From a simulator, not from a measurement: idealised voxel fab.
process module | voxel transistor to metal
cross-section cut | 215 nm wide | cells 5 nm
A cross-section is a grid of square cells, given in bands from the top down. A band is one or more rows of cells.
Each band's line starts with the height of the band's top and of its bottom, in nm. Then come its materials from left to right, each with its width in nm. One material with "throughout" fills the band from edge to edge. "air" is empty space.
Height 0 is the level under which the wafer as received is all one material. The lowest band goes on downwards, as in "0 down".
A width such as "30 to 40" changes by the same amount from each row of cells to the next, from the band's top row to its bottom row.
"no change" after a step means that no cell of the cross-section changed.
closed voids: empty space of 8 cells or more with no open way to the top, each as width x height at its distance from the left edge, in nm
after a step's settings: what the simulator itself notes on the step
overlay nm, on a step with a mask: how far to the right of its planned place the mask lay; to the left if negative
plan
1 op RECEIVE | material Si
2 op CONFORMAL_DEP | material SiO2 | thk nm 5
3 op CONFORMAL_DEP | material SiN | thk nm 10
4 op DIRECTIONAL_DEP | material aC | thk nm 15
5 op PATTERN | tone cover | mask id ACTIVE | material resist | width nm 115 | thk nm 30 | overlay nm 0
6 op DIRECTIONAL_ETCH | etch materials aC | depth nm 15
7 op STRIP | etch materials resist
8 op DIRECTIONAL_ETCH | etch materials SiN | depth nm 10
9 op DIRECTIONAL_ETCH | etch materials SiO2 | depth nm 5
10 op DIRECTIONAL_ETCH | etch materials Si | depth nm 25
11 op STRIP | etch materials aC
12 op OXIDIZE | depth nm 5
13 op FILL_DEP | material SiO2 | thk nm 15
14 op CMP | height nm 15
15 op SELECTIVE_ETCH | etch materials SiO2 | depth nm 10
16 op STRIP | etch materials SiN
17 op SELECTIVE_ETCH | etch materials SiO2 | depth nm 5
18 op OXIDIZE | depth nm 5
19 op DIRECTIONAL_DEP | material polySi | thk nm 25
20 op DIRECTIONAL_DEP | material SiCN | thk nm 15
21 op DIRECTIONAL_DEP | material aC | thk nm 15
22 op PATTERN | tone cover | mask id GATE | material resist | width nm 25 | thk nm 35 | overlay nm 0
23 op DIRECTIONAL_ETCH | etch materials aC | depth nm 15
24 op STRIP | etch materials resist
25 op DIRECTIONAL_ETCH | etch materials SiCN | depth nm 25
26 op DIRECTIONAL_ETCH | etch materials polySi | depth nm 35
27 op STRIP | etch materials aC
28 op CONFORMAL_DEP | material SiN | thk nm 10
29 op DIRECTIONAL_ETCH | etch materials SiN | depth nm 10
30 op DIRECTIONAL_ETCH | etch materials SiO2 | depth nm 5
31 op DIRECTIONAL_ETCH | etch materials Si | depth nm 5
32 op EPI | material pSi | thk nm 5
33 op FILL_DEP | material SiO2 | thk nm 10
34 op CMP | height nm 25
35 op STRIP | etch materials polySi
36 op SELECTIVE_ETCH | etch materials SiO2 | depth nm 5
37 op CONFORMAL_DEP | material HfO2 | thk nm 5
38 op CONFORMAL_DEP | material TiN | thk nm 5
39 op FILL_DEP | material W | thk nm 10
40 op CMP | height nm 20
41 op DIRECTIONAL_DEP | material SiO2 | thk nm 15
42 op DIRECTIONAL_DEP | material aC | thk nm 15
43 op PATTERN | tone open | mask id CONTACT | material resist | width nm 20 | pitch nm 75 | thk nm 35 | overlay nm 0
44 op DIRECTIONAL_ETCH | etch materials aC | depth nm 15
45 op STRIP | etch materials resist
46 op DIRECTIONAL_ETCH | etch materials SiO2 | depth nm 40
47 op STRIP | etch materials aC
48 op CONFORMAL_DEP | material TiN | thk nm 5
49 op FILL_DEP | material W | thk nm 10
50 op CMP | height nm 35
51 op DIRECTIONAL_DEP | material TiN | thk nm 5
52 op DIRECTIONAL_DEP | material W | thk nm 25
53 op DIRECTIONAL_DEP | material aC | thk nm 10
54 op PATTERN | tone cover | mask id METAL_1 | material resist | width nm 20 | pitch nm 75 | thk nm 25 | overlay nm 0
55 op DIRECTIONAL_ETCH | etch materials aC | depth nm 10
56 op STRIP | etch materials resist
57 op DIRECTIONAL_ETCH | etch materials W | depth nm 25
58 op DIRECTIONAL_ETCH | etch materials TiN | depth nm 5
59 op STRIP | etch materials aC
60 op FILL_DEP | material SiO2 | thk nm 10
61 op CMP | height nm 65
62 op CONFORMAL_DEP | material SiCN | thk nm 5
63 op DIRECTIONAL_DEP | material SiO2 | thk nm 35
64 op MASKED_ETCH | tone open | mask id METAL_2 | width nm 20 | pitch nm 75 | etch materials SiO2 | depth nm 20 | overlay nm 0
65 op PATTERN | tone open | mask id METAL_2_HOLES | material resist | width nm 15 | pitch nm 75 | thk nm 20 | overlay nm 0
66 op DIRECTIONAL_ETCH | etch materials SiO2 | depth nm 15
67 op DIRECTIONAL_ETCH | etch materials SiCN | depth nm 5
68 op STRIP | etch materials resist
69 op CONFORMAL_DEP | material TiN | thk nm 5
70 op FILL_DEP | material Ru | thk nm 5
71 op CMP | height nm 105
72 op CONFORMAL_DEP | material SiN | thk nm 5
first wafer, as planned
as received, after step 1
  0 down: Si throughout
  closed voids: none
after step 2
  5 to 0: SiO2 throughout
  below 0: unchanged
after step 3
  15 to 5: SiN throughout
  below 5: unchanged
after step 4
  30 to 15: aC throughout
  below 15: unchanged
after step 5
  60 to 30: air 50 | resist 115 | air 50
  below 30: unchanged
after step 6
  45 to 30: air 50 | resist 115 | air 50
  30 to 15: air 50 | aC 115 | air 50
  below 15: unchanged
after step 7
  30 to 15: air 50 | aC 115 | air 50
  below 15: unchanged
after step 8
  30 to 15: air 50 | aC 115 | air 50
  15 to 5: air 50 | SiN 115 | air 50
  below 5: unchanged
after step 9
  30 to 15: air 50 | aC 115 | air 50
  15 to 5: air 50 | SiN 115 | air 50
  5 to 0: air 50 | SiO2 115 | air 50
  below 0: unchanged
after step 10
  30 to 15: air 50 | aC 115 | air 50
  15 to 5: air 50 | SiN 115 | air 50
  5 to 0: air 50 | SiO2 115 | air 50
  0 to -25: air 50 | Si 115 | air 50
  below -25: unchanged
after step 11
  15 to 5: air 50 | SiN 115 | air 50
  below 5: unchanged
after step 12
  15 to 5: air 50 | SiN 115 | air 50
  5 to 0: air 50 | SiO2 115 | air 50
  0 to -25: air 50 | SiO2 5 | Si 105 | SiO2 5 | air 50
  -25 to -30: SiO2 55 | Si 105 | SiO2 55
  below -30: unchanged
after step 13
  30 to 15: SiO2 throughout
  15 to 5: SiO2 50 | SiN 115 | SiO2 50
  5 to 0: SiO2 throughout
  0 to -30: SiO2 55 | Si 105 | SiO2 55
  below -30: unchanged
after step 14
  15 to 5: SiO2 50 | SiN 115 | SiO2 50
  below 5: unchanged
after step 15
  15 to 5: air 50 | SiN 115 | air 50
  below 5: unchanged
after step 16
  5 to 0: SiO2 throughout
  below 0: unchanged
after step 17
  0 to -30: SiO2 55 | Si 105 | SiO2 55
  below -30: unchanged
after step 18
  0 to -5: SiO2 throughout
  below -5: unchanged
after step 19
  25 to 0: polySi throughout
  below 0: unchanged
after step 20
  40 to 25: SiCN throughout
  below 25: unchanged
after step 21
  55 to 40: aC throughout
  below 40: unchanged
after step 22
  90 to 55: air 95 | resist 25 | air 95
  below 55: unchanged
after step 23
  75 to 55: air 95 | resist 25 | air 95
  55 to 40: air 95 | aC 25 | air 95
  below 40: unchanged
after step 24
  55 to 40: air 95 | aC 25 | air 95
  below 40: unchanged
after step 25
  55 to 40: air 95 | aC 25 | air 95
  40 to 25: air 95 | SiCN 25 | air 95
  below 25: unchanged
after step 26
  55 to 40: air 95 | aC 25 | air 95
  40 to 25: air 95 | SiCN 25 | air 95
  25 to 0: air 95 | polySi 25 | air 95
  below 0: unchanged
after step 27
  40 to 25: air 95 | SiCN 25 | air 95
  below 25: unchanged
after step 28
  50 to 40: air 85 | SiN 45 | air 85
  40 to 25: air 85 | SiN 10 | SiCN 25 | SiN 10 | air 85
  25 to 10: air 85 | SiN 10 | polySi 25 | SiN 10 | air 85
  10 to 0: SiN 95 | polySi 25 | SiN 95
  below 0: unchanged
after step 29
  40 to 25: air 85 | SiN 10 | SiCN 25 | SiN 10 | air 85
  25 to 0: air 85 | SiN 10 | polySi 25 | SiN 10 | air 85
  below 0: unchanged
after step 30
  40 to 25: air 85 | SiN 10 | SiCN 25 | SiN 10 | air 85
  25 to 0: air 85 | SiN 10 | polySi 25 | SiN 10 | air 85
  0 to -5: air 85 | SiO2 45 | air 85
  below -5: unchanged
after step 31
  40 to 25: air 85 | SiN 10 | SiCN 25 | SiN 10 | air 85
  25 to 0: air 85 | SiN 10 | polySi 25 | SiN 10 | air 85
  0 to -5: air 85 | SiO2 45 | air 85
  -5 to -10: SiO2 55 | air 30 | Si 45 | air 30 | SiO2 55
  below -10: unchanged
after step 32
  40 to 25: air 85 | SiN 10 | SiCN 25 | SiN 10 | air 85
  25 to 0: air 85 | SiN 10 | polySi 25 | SiN 10 | air 85
  0 to -5: air 80 | pSi 5 | SiO2 45 | pSi 5 | air 80
  -5 to -10: SiO2 55 | pSi 30 | Si 45 | pSi 30 | SiO2 55
  below -10: unchanged
after step 33
  50 to 40: SiO2 throughout
  40 to 25: SiO2 85 | SiN 10 | SiCN 25 | SiN 10 | SiO2 85
  25 to 0: SiO2 85 | SiN 10 | polySi 25 | SiN 10 | SiO2 85
  0 to -5: SiO2 80 | pSi 5 | SiO2 45 | pSi 5 | SiO2 80
  below -5: unchanged
after step 34
  25 to 0: SiO2 85 | SiN 10 | polySi 25 | SiN 10 | SiO2 85
  below 0: unchanged
after step 35
  25 to 0: SiO2 85 | SiN 10 | air 25 | SiN 10 | SiO2 85
  below 0: unchanged
after step 36
  25 to 20: air 85 | SiN 10 | air 25 | SiN 10 | air 85
  20 to 0: SiO2 85 | SiN 10 | air 25 | SiN 10 | SiO2 85
  0 to -5: SiO2 80 | pSi 5 | SiO2 5 | air 35 | SiO2 5 | pSi 5 | SiO2 80
  below -5: unchanged
after step 37
  30 to 25: air 80 | HfO2 20 | air 15 | HfO2 20 | air 80
  25 to 20: HfO2 85 | SiN 10 | HfO2 5 | air 15 | HfO2 5 | SiN 10 | HfO2 85
  20 to 0: SiO2 85 | SiN 10 | HfO2 5 | air 15 | HfO2 5 | SiN 10 | SiO2 85
  0 to -5: SiO2 80 | pSi 5 | SiO2 5 | HfO2 35 | SiO2 5 | pSi 5 | SiO2 80
  below -5: unchanged
after step 38
  35 to 30: air 75 | TiN 30 | air 5 | TiN 30 | air 75
  30 to 25: TiN 80 | HfO2 20 | TiN 5 | air 5 | TiN 5 | HfO2 20 | TiN 80
  25 to 20: HfO2 85 | SiN 10 | HfO2 5 | TiN 5 | air 5 | TiN 5 | HfO2 5 | SiN 10 | HfO2 85
  20 to 5: SiO2 85 | SiN 10 | HfO2 5 | TiN 5 | air 5 | TiN 5 | HfO2 5 | SiN 10 | SiO2 85
  5 to 0: SiO2 85 | SiN 10 | HfO2 5 | TiN 15 | HfO2 5 | SiN 10 | SiO2 85
  below 0: unchanged
after step 39
  45 to 35: W throughout
  35 to 30: W 75 | TiN 30 | W 5 | TiN 30 | W 75
  30 to 25: TiN 80 | HfO2 20 | TiN 5 | W 5 | TiN 5 | HfO2 20 | TiN 80
  25 to 20: HfO2 85 | SiN 10 | HfO2 5 | TiN 5 | W 5 | TiN 5 | HfO2 5 | SiN 10 | HfO2 85
  20 to 5: SiO2 85 | SiN 10 | HfO2 5 | TiN 5 | W 5 | TiN 5 | HfO2 5 | SiN 10 | SiO2 85
  below 5: unchanged
after step 40
  20 to 5: SiO2 85 | SiN 10 | HfO2 5 | TiN 5 | W 5 | TiN 5 | HfO2 5 | SiN 10 | SiO2 85
  below 5: unchanged
after step 41
  35 to 20: SiO2 throughout
  below 20: unchanged
after step 42
  50 to 35: aC throughout
  below 35: unchanged
after step 43
  85 to 50: resist 60 | air 20 | resist 55 | air 20 | resist 60
  below 50: unchanged
after step 44
  70 to 50: resist 60 | air 20 | resist 55 | air 20 | resist 60
  50 to 35: aC 60 | air 20 | aC 55 | air 20 | aC 60
  below 35: unchanged
after step 45
  50 to 35: aC 60 | air 20 | aC 55 | air 20 | aC 60
  below 35: unchanged
after step 46
  50 to 35: aC 60 | air 20 | aC 55 | air 20 | aC 60
  35 to 20: SiO2 60 | air 20 | SiO2 55 | air 20 | SiO2 60
  20 to 5: SiO2 60 | air 20 | SiO2 5 | SiN 10 | HfO2 5 | TiN 5 | W 5 | TiN 5 | HfO2 5 | SiN 10 | SiO2 5 | air 20 | SiO2 60
  5 to 0: SiO2 60 | air 20 | SiO2 5 | SiN 10 | HfO2 5 | TiN 15 | HfO2 5 | SiN 10 | SiO2 5 | air 20 | SiO2 60
  0 to -5: SiO2 60 | air 20 | pSi 5 | SiO2 5 | HfO2 35 | SiO2 5 | pSi 5 | air 20 | SiO2 60
  below -5: unchanged
after step 47
  35 to 20: SiO2 60 | air 20 | SiO2 55 | air 20 | SiO2 60
  below 20: unchanged
after step 48
  40 to 35: TiN 65 | air 10 | TiN 65 | air 10 | TiN 65
  35 to 20: SiO2 60 | TiN 5 | air 10 | TiN 5 | SiO2 55 | TiN 5 | air 10 | TiN 5 | SiO2 60
  20 to 5: SiO2 60 | TiN 5 | air 10 | TiN 5 | SiO2 5 | SiN 10 | HfO2 5 | TiN 5 | W 5 | TiN 5 | HfO2 5 | SiN 10 | SiO2 5 | TiN 5 | air 10 | TiN 5 | SiO2 60
  5 to 0: SiO2 60 | TiN 5 | air 10 | TiN 5 | SiO2 5 | SiN 10 | HfO2 5 | TiN 15 | HfO2 5 | SiN 10 | SiO2 5 | TiN 5 | air 10 | TiN 5 | SiO2 60
  0 to -5: SiO2 60 | TiN 20 | pSi 5 | SiO2 5 | HfO2 35 | SiO2 5 | pSi 5 | TiN 20 | SiO2 60
  below -5: unchanged
after step 49
  50 to 40: W throughout
  40 to 35: TiN 65 | W 10 | TiN 65 | W 10 | TiN 65
  35 to 20: SiO2 60 | TiN 5 | W 10 | TiN 5 | SiO2 55 | TiN 5 | W 10 | TiN 5 | SiO2 60
  20 to 5: SiO2 60 | TiN 5 | W 10 | TiN 5 | SiO2 5 | SiN 10 | HfO2 5 | TiN 5 | W 5 | TiN 5 | HfO2 5 | SiN 10 | SiO2 5 | TiN 5 | W 10 | TiN 5 | SiO2 60
  5 to 0: SiO2 60 | TiN 5 | W 10 | TiN 5 | SiO2 5 | SiN 10 | HfO2 5 | TiN 15 | HfO2 5 | SiN 10 | SiO2 5 | TiN 5 | W 10 | TiN 5 | SiO2 60
  below 0: unchanged
after step 50
  35 to 20: SiO2 60 | TiN 5 | W 10 | TiN 5 | SiO2 55 | TiN 5 | W 10 | TiN 5 | SiO2 60
  below 20: unchanged
after step 51
  40 to 35: TiN throughout
  below 35: unchanged
after step 52
  65 to 40: W throughout
  below 40: unchanged
after step 53
  75 to 65: aC throughout
  below 65: unchanged
after step 54
  100 to 75: air 60 | resist 20 | air 55 | resist 20 | air 60
  below 75: unchanged
after step 55
  90 to 75: air 60 | resist 20 | air 55 | resist 20 | air 60
  75 to 65: air 60 | aC 20 | air 55 | aC 20 | air 60
  below 65: unchanged
after step 56
  75 to 65: air 60 | aC 20 | air 55 | aC 20 | air 60
  below 65: unchanged
after step 57
  75 to 65: air 60 | aC 20 | air 55 | aC 20 | air 60
  65 to 40: air 60 | W 20 | air 55 | W 20 | air 60
  below 40: unchanged
after step 58
  75 to 65: air 60 | aC 20 | air 55 | aC 20 | air 60
  65 to 40: air 60 | W 20 | air 55 | W 20 | air 60
  40 to 35: air 60 | TiN 20 | air 55 | TiN 20 | air 60
  below 35: unchanged
after step 59
  65 to 40: air 60 | W 20 | air 55 | W 20 | air 60
  below 40: unchanged
after step 60
  75 to 65: SiO2 throughout
  65 to 40: SiO2 60 | W 20 | SiO2 55 | W 20 | SiO2 60
  40 to 35: SiO2 60 | TiN 20 | SiO2 55 | TiN 20 | SiO2 60
  below 35: unchanged
after step 61
  65 to 40: SiO2 60 | W 20 | SiO2 55 | W 20 | SiO2 60
  below 40: unchanged
after step 62
  70 to 65: SiCN throughout
  below 65: unchanged
after step 63
  105 to 70: SiO2 throughout
  below 70: unchanged
after step 64
  105 to 85: SiO2 60 | air 20 | SiO2 55 | air 20 | SiO2 60
  below 85: unchanged
after step 65
  125 to 105: resist 60 | air 15 | resist 60 | air 15 | resist 65
  105 to 85: SiO2 60 | air 15 | resist 5 | SiO2 55 | air 15 | resist 5 | SiO2 60
  below 85: unchanged
after step 66
  125 to 105: resist 60 | air 15 | resist 60 | air 15 | resist 65
  105 to 85: SiO2 60 | air 15 | resist 5 | SiO2 55 | air 15 | resist 5 | SiO2 60
  85 to 70: SiO2 60 | air 15 | SiO2 60 | air 15 | SiO2 65
  below 70: unchanged
after step 67
  125 to 105: resist 60 | air 15 | resist 60 | air 15 | resist 65
  105 to 85: SiO2 60 | air 15 | resist 5 | SiO2 55 | air 15 | resist 5 | SiO2 60
  85 to 70: SiO2 60 | air 15 | SiO2 60 | air 15 | SiO2 65
  70 to 65: SiCN 60 | air 15 | SiCN 60 | air 15 | SiCN 65
  below 65: unchanged
after step 68
  105 to 85: SiO2 60 | air 20 | SiO2 55 | air 20 | SiO2 60
  below 85: unchanged
after step 69
  110 to 105: TiN 65 | air 10 | TiN 65 | air 10 | TiN 65
  105 to 90: SiO2 60 | TiN 5 | air 10 | TiN 5 | SiO2 55 | TiN 5 | air 10 | TiN 5 | SiO2 60
  90 to 85: SiO2 60 | TiN 5 | air 5 | TiN 10 | SiO2 55 | TiN 5 | air 5 | TiN 10 | SiO2 60
  85 to 70: SiO2 60 | TiN 5 | air 5 | TiN 5 | SiO2 60 | TiN 5 | air 5 | TiN 5 | SiO2 65
  70 to 65: SiCN 60 | TiN 15 | SiCN 60 | TiN 15 | SiCN 65
  below 65: unchanged
after step 70
  115 to 110: Ru throughout
  110 to 105: TiN 65 | Ru 10 | TiN 65 | Ru 10 | TiN 65
  105 to 90: SiO2 60 | TiN 5 | Ru 10 | TiN 5 | SiO2 55 | TiN 5 | Ru 10 | TiN 5 | SiO2 60
  90 to 85: SiO2 60 | TiN 5 | Ru 5 | TiN 10 | SiO2 55 | TiN 5 | Ru 5 | TiN 10 | SiO2 60
  85 to 70: SiO2 60 | TiN 5 | Ru 5 | TiN 5 | SiO2 60 | TiN 5 | Ru 5 | TiN 5 | SiO2 65
  below 70: unchanged
after step 71
  105 to 90: SiO2 60 | TiN 5 | Ru 10 | TiN 5 | SiO2 55 | TiN 5 | Ru 10 | TiN 5 | SiO2 60
  below 90: unchanged
after step 72
  110 to 105: SiN throughout
  below 105: unchanged
second wafer: like start, like plan, one mistake. Through step 36 it matches the first wafer
when step 37 should have ended
  30 to 25: air 80 | W 20 | air 15 | W 20 | air 80
  25 to 20: W 85 | SiN 10 | W 5 | air 15 | W 5 | SiN 10 | W 85
  20 to 0: SiO2 85 | SiN 10 | W 5 | air 15 | W 5 | SiN 10 | SiO2 85
  0 to -5: SiO2 80 | pSi 5 | SiO2 5 | W 35 | SiO2 5 | pSi 5 | SiO2 80
  below -5: unchanged
when step 38 should have ended
  35 to 30: air 75 | TiN 30 | air 5 | TiN 30 | air 75
  30 to 25: TiN 80 | W 20 | TiN 5 | air 5 | TiN 5 | W 20 | TiN 80
  25 to 20: W 85 | SiN 10 | W 5 | TiN 5 | air 5 | TiN 5 | W 5 | SiN 10 | W 85
  20 to 5: SiO2 85 | SiN 10 | W 5 | TiN 5 | air 5 | TiN 5 | W 5 | SiN 10 | SiO2 85
  5 to 0: SiO2 85 | SiN 10 | W 5 | TiN 15 | W 5 | SiN 10 | SiO2 85
  below 0: unchanged
when step 39 should have ended
  45 to 35: W throughout
  35 to 30: W 75 | TiN 30 | W 5 | TiN 30 | W 75
  30 to 25: TiN 80 | W 20 | TiN 5 | W 5 | TiN 5 | W 20 | TiN 80
  25 to 20: W 85 | SiN 10 | W 5 | TiN 5 | W 5 | TiN 5 | W 5 | SiN 10 | W 85
  20 to 5: SiO2 85 | SiN 10 | W 5 | TiN 5 | W 5 | TiN 5 | W 5 | SiN 10 | SiO2 85
  below 5: unchanged
when step 40 should have ended
  20 to 5: SiO2 85 | SiN 10 | W 5 | TiN 5 | W 5 | TiN 5 | W 5 | SiN 10 | SiO2 85
  below 5: unchanged
when step 41 should have ended
  35 to 20: SiO2 throughout
  below 20: unchanged
when step 42 should have ended
  50 to 35: aC throughout
  below 35: unchanged
when step 43 should have ended
  85 to 50: resist 60 | air 20 | resist 55 | air 20 | resist 60
  below 50: unchanged
when step 44 should have ended
  70 to 50: resist 60 | air 20 | resist 55 | air 20 | resist 60
  50 to 35: aC 60 | air 20 | aC 55 | air 20 | aC 60
  below 35: unchanged
when step 45 should have ended
  50 to 35: aC 60 | air 20 | aC 55 | air 20 | aC 60
  below 35: unchanged
when step 46 should have ended
  50 to 35: aC 60 | air 20 | aC 55 | air 20 | aC 60
  35 to 20: SiO2 60 | air 20 | SiO2 55 | air 20 | SiO2 60
  20 to 5: SiO2 60 | air 20 | SiO2 5 | SiN 10 | W 5 | TiN 5 | W 5 | TiN 5 | W 5 | SiN 10 | SiO2 5 | air 20 | SiO2 60
  5 to 0: SiO2 60 | air 20 | SiO2 5 | SiN 10 | W 5 | TiN 15 | W 5 | SiN 10 | SiO2 5 | air 20 | SiO2 60
  0 to -5: SiO2 60 | air 20 | pSi 5 | SiO2 5 | W 35 | SiO2 5 | pSi 5 | air 20 | SiO2 60
  below -5: unchanged
when step 47 should have ended
  35 to 20: SiO2 60 | air 20 | SiO2 55 | air 20 | SiO2 60
  below 20: unchanged
when step 48 should have ended
  40 to 35: TiN 65 | air 10 | TiN 65 | air 10 | TiN 65
  35 to 20: SiO2 60 | TiN 5 | air 10 | TiN 5 | SiO2 55 | TiN 5 | air 10 | TiN 5 | SiO2 60
  20 to 5: SiO2 60 | TiN 5 | air 10 | TiN 5 | SiO2 5 | SiN 10 | W 5 | TiN 5 | W 5 | TiN 5 | W 5 | SiN 10 | SiO2 5 | TiN 5 | air 10 | TiN 5 | SiO2 60
  5 to 0: SiO2 60 | TiN 5 | air 10 | TiN 5 | SiO2 5 | SiN 10 | W 5 | TiN 15 | W 5 | SiN 10 | SiO2 5 | TiN 5 | air 10 | TiN 5 | SiO2 60
  0 to -5: SiO2 60 | TiN 20 | pSi 5 | SiO2 5 | W 35 | SiO2 5 | pSi 5 | TiN 20 | SiO2 60
  below -5: unchanged
when step 49 should have ended
  50 to 40: W throughout
  40 to 35: TiN 65 | W 10 | TiN 65 | W 10 | TiN 65
  35 to 20: SiO2 60 | TiN 5 | W 10 | TiN 5 | SiO2 55 | TiN 5 | W 10 | TiN 5 | SiO2 60
  20 to 5: SiO2 60 | TiN 5 | W 10 | TiN 5 | SiO2 5 | SiN 10 | W 5 | TiN 5 | W 5 | TiN 5 | W 5 | SiN 10 | SiO2 5 | TiN 5 | W 10 | TiN 5 | SiO2 60
  5 to 0: SiO2 60 | TiN 5 | W 10 | TiN 5 | SiO2 5 | SiN 10 | W 5 | TiN 15 | W 5 | SiN 10 | SiO2 5 | TiN 5 | W 10 | TiN 5 | SiO2 60
  below 0: unchanged
when step 50 should have ended
  35 to 20: SiO2 60 | TiN 5 | W 10 | TiN 5 | SiO2 55 | TiN 5 | W 10 | TiN 5 | SiO2 60
  below 20: unchanged
when step 51 should have ended
  40 to 35: TiN throughout
  below 35: unchanged
when step 52 should have ended
  65 to 40: W throughout
  below 40: unchanged
when step 53 should have ended
  75 to 65: aC throughout
  below 65: unchanged
when step 54 should have ended
  100 to 75: air 60 | resist 20 | air 55 | resist 20 | air 60
  below 75: unchanged
when step 55 should have ended
  90 to 75: air 60 | resist 20 | air 55 | resist 20 | air 60
  75 to 65: air 60 | aC 20 | air 55 | aC 20 | air 60
  below 65: unchanged
when step 56 should have ended
  75 to 65: air 60 | aC 20 | air 55 | aC 20 | air 60
  below 65: unchanged
when step 57 should have ended
  75 to 65: air 60 | aC 20 | air 55 | aC 20 | air 60
  65 to 40: air 60 | W 20 | air 55 | W 20 | air 60
  below 40: unchanged
when step 58 should have ended
  75 to 65: air 60 | aC 20 | air 55 | aC 20 | air 60
  65 to 40: air 60 | W 20 | air 55 | W 20 | air 60
  40 to 35: air 60 | TiN 20 | air 55 | TiN 20 | air 60
  below 35: unchanged
when step 59 should have ended
  65 to 40: air 60 | W 20 | air 55 | W 20 | air 60
  below 40: unchanged
when step 60 should have ended
  75 to 65: SiO2 throughout
  65 to 40: SiO2 60 | W 20 | SiO2 55 | W 20 | SiO2 60
  40 to 35: SiO2 60 | TiN 20 | SiO2 55 | TiN 20 | SiO2 60
  below 35: unchanged
when step 61 should have ended
  65 to 40: SiO2 60 | W 20 | SiO2 55 | W 20 | SiO2 60
  below 40: unchanged
when step 62 should have ended
  70 to 65: SiCN throughout
  below 65: unchanged
when step 63 should have ended
  105 to 70: SiO2 throughout
  below 70: unchanged
when step 64 should have ended
  105 to 85: SiO2 60 | air 20 | SiO2 55 | air 20 | SiO2 60
  below 85: unchanged
when step 65 should have ended
  125 to 105: resist 60 | air 15 | resist 60 | air 15 | resist 65
  105 to 85: SiO2 60 | air 15 | resist 5 | SiO2 55 | air 15 | resist 5 | SiO2 60
  below 85: unchanged
when step 66 should have ended
  125 to 105: resist 60 | air 15 | resist 60 | air 15 | resist 65
  105 to 85: SiO2 60 | air 15 | resist 5 | SiO2 55 | air 15 | resist 5 | SiO2 60
  85 to 70: SiO2 60 | air 15 | SiO2 60 | air 15 | SiO2 65
  below 70: unchanged
when step 67 should have ended
  125 to 105: resist 60 | air 15 | resist 60 | air 15 | resist 65
  105 to 85: SiO2 60 | air 15 | resist 5 | SiO2 55 | air 15 | resist 5 | SiO2 60
  85 to 70: SiO2 60 | air 15 | SiO2 60 | air 15 | SiO2 65
  70 to 65: SiCN 60 | air 15 | SiCN 60 | air 15 | SiCN 65
  below 65: unchanged
when step 68 should have ended
  105 to 85: SiO2 60 | air 20 | SiO2 55 | air 20 | SiO2 60
  below 85: unchanged
when step 69 should have ended
  110 to 105: TiN 65 | air 10 | TiN 65 | air 10 | TiN 65
  105 to 90: SiO2 60 | TiN 5 | air 10 | TiN 5 | SiO2 55 | TiN 5 | air 10 | TiN 5 | SiO2 60
  90 to 85: SiO2 60 | TiN 5 | air 5 | TiN 10 | SiO2 55 | TiN 5 | air 5 | TiN 10 | SiO2 60
  85 to 70: SiO2 60 | TiN 5 | air 5 | TiN 5 | SiO2 60 | TiN 5 | air 5 | TiN 5 | SiO2 65
  70 to 65: SiCN 60 | TiN 15 | SiCN 60 | TiN 15 | SiCN 65
  below 65: unchanged
when step 70 should have ended
  115 to 110: Ru throughout
  110 to 105: TiN 65 | Ru 10 | TiN 65 | Ru 10 | TiN 65
  105 to 90: SiO2 60 | TiN 5 | Ru 10 | TiN 5 | SiO2 55 | TiN 5 | Ru 10 | TiN 5 | SiO2 60
  90 to 85: SiO2 60 | TiN 5 | Ru 5 | TiN 10 | SiO2 55 | TiN 5 | Ru 5 | TiN 10 | SiO2 60
  85 to 70: SiO2 60 | TiN 5 | Ru 5 | TiN 5 | SiO2 60 | TiN 5 | Ru 5 | TiN 5 | SiO2 65
  below 70: unchanged
when step 71 should have ended
  105 to 90: SiO2 60 | TiN 5 | Ru 10 | TiN 5 | SiO2 55 | TiN 5 | Ru 10 | TiN 5 | SiO2 60
  below 90: unchanged
when step 72 should have ended
  110 to 105: SiN throughout
  below 105: unchanged
what went wrong: step 37 ran as: op CONFORMAL_DEP | material W | thk nm 5
at the end the second wafer has, in cells: 15 fewer of HfO2 | 15 more of W
